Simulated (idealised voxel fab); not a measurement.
Title: Process Module voxel tone inversion
Section cut is 290 nm wide and gridded with 5 nm square cells.
For the purposes of this document, a cross-section shall be understood as a grid of square cells, specified as bands listed in top-to-bottom order, each band consisting of one or more rows of cells.
For a band, the entry starts with two heights in nm, that of the top and then that of the bottom, and carries on with the band's materials in order from left to right, each alongside its width in nm; the word "throughout" beside a single material means it fills the band edge to edge, and "air" means empty space.
Heights from 0 (as-received wafer is one material below). Bottom band endless downward, as "0 -> down".
The two numbers in a width such as "30..40" mark its ends across the band: the first belongs to the top row of cells, the second to the bottom row, and from each row to the next the width moves by the same amount.
Take "no alterations made" at face value: in the step it is given for, the cross-section changed in none of its cells.
The label "Sealed voids" introduces a list of the empty spaces, 8 cells or larger, that have no open way up to the top; each entry in it reads width x height at distance, where the distance is taken from the left edge and all three are stated in nm.
Text after the settings on a step's line: the simulator's own remark on that step.
overlay nm: for a step with a mask, the amount by which the mask lay right of where it was planned; a negative amount means left of it.
Process steps - plan:
- 1: RECEIVE [material Si]
- 2: CONFORMAL_DEP [material SiCN] [thk nm 10]
- 3: DIRECTIONAL_DEP [material polySi] [thk nm 15]
- 4: PATTERN [tone cover] [mask id POSTS] [material resist] [width nm 25] [pitch nm 45] [thk nm 25] [overlay nm 0]
- 5: DIRECTIONAL_ETCH [etch materials polySi] [depth nm 15]
- 6: STRIP [etch materials resist]
- 7: FILL_DEP [material lowk] [thk nm 5]
- 8: CMP [height nm 25]
- 9: STRIP [etch materials polySi]
The first of two wafers, run as planned:
Cross-section of the wafer as it came to us, i.e., already through step 1:
* 0 -> down | Si throughout
* Sealed voids: none
State of the wafer after step 2, shown in cross-section:
* 10 -> 0 | SiCN throughout
* Nothing below the height 0 has changed.
State of the wafer after step 3, shown in cross-section:
* 25 -> 10 | polySi throughout
* Nothing below the height 10 has changed.
State of the wafer after step 4, shown in cross-section:
* 50 -> 25 | 65 air / 25 resist / 20 air / 25 resist / 20 air / 25 resist / 20 air / 25 resist / 65 air
* Nothing below the height 25 has changed.
State of the wafer after step 5, shown in cross-section:
* 50 -> 25 | 65 air / 25 resist / 20 air / 25 resist / 20 air / 25 resist / 20 air / 25 resist / 65 air
* 25 -> 10 | 65 air / 25 polySi / 20 air / 25 polySi / 20 air / 25 polySi / 20 air / 25 polySi / 65 air
* Nothing below the height 10 has changed.
State of the wafer after step 6, shown in cross-section:
* 25 -> 10 | 65 air / 25 polySi / 20 air / 25 polySi / 20 air / 25 polySi / 20 air / 25 polySi / 65 air
* Nothing below the height 10 has changed.
State of the wafer after step 7, shown in cross-section:
* 30 -> 25 | lowk throughout
* 25 -> 10 | 65 lowk / 25 polySi / 20 lowk / 25 polySi / 20 lowk / 25 polySi / 20 lowk / 25 polySi / 65 lowk
* Nothing below the height 10 has changed.
State of the wafer after step 8, shown in cross-section:
* 25 -> 10 | 65 lowk / 25 polySi / 20 lowk / 25 polySi / 20 lowk / 25 polySi / 20 lowk / 25 polySi / 65 lowk
* Nothing below the height 10 has changed.
State of the wafer after step 9, shown in cross-section:
* 25 -> 10 | 65 lowk / 25 air / 20 lowk / 25 air / 20 lowk / 25 air / 20 lowk / 25 air / 65 lowk
* Nothing below the height 10 has changed.
For the second wafer, take the first wafer's start and plan, then add one mistake made in running it; everything through step 1, that step included, is shared with the first:
Second wafer shown in cross-section at the time step 2 was slated to end:
* 15 -> 0 | polySi throughout
* Nothing below the height 0 has changed.
Second wafer shown in cross-section at the time step 3 was slated to end:
* 25 -> 15 | SiCN throughout
* Nothing below the height 15 has changed.
Second wafer shown in cross-section at the time step 4 was slated to end:
* 50 -> 25 | 65 air / 25 resist / 20 air / 25 resist / 20 air / 25 resist / 20 air / 25 resist / 65 air
* Nothing below the height 25 has changed.
Second wafer shown in cross-section at the time step 5 was slated to end: no alterations made
Second wafer shown in cross-section at the time step 6 was slated to end:
* 25 -> 15 | SiCN throughout
* Nothing below the height 15 has changed.
Second wafer shown in cross-section at the time step 7 was slated to end:
* 30 -> 25 | lowk throughout
* Nothing below the height 25 has changed.
Second wafer shown in cross-section at the time step 8 was slated to end:
* 25 -> 15 | SiCN throughout
* Nothing below the height 15 has changed.
Second wafer shown in cross-section at the time step 9 was slated to end: no alterations made
Which mistake was made when the wafer was run? note: step 2 <-> step 3, run order reversed vs plan
At the finish, the second wafer shows more or fewer cells for some materials than the first does: lowk: 114 fewer; polySi: 174 more
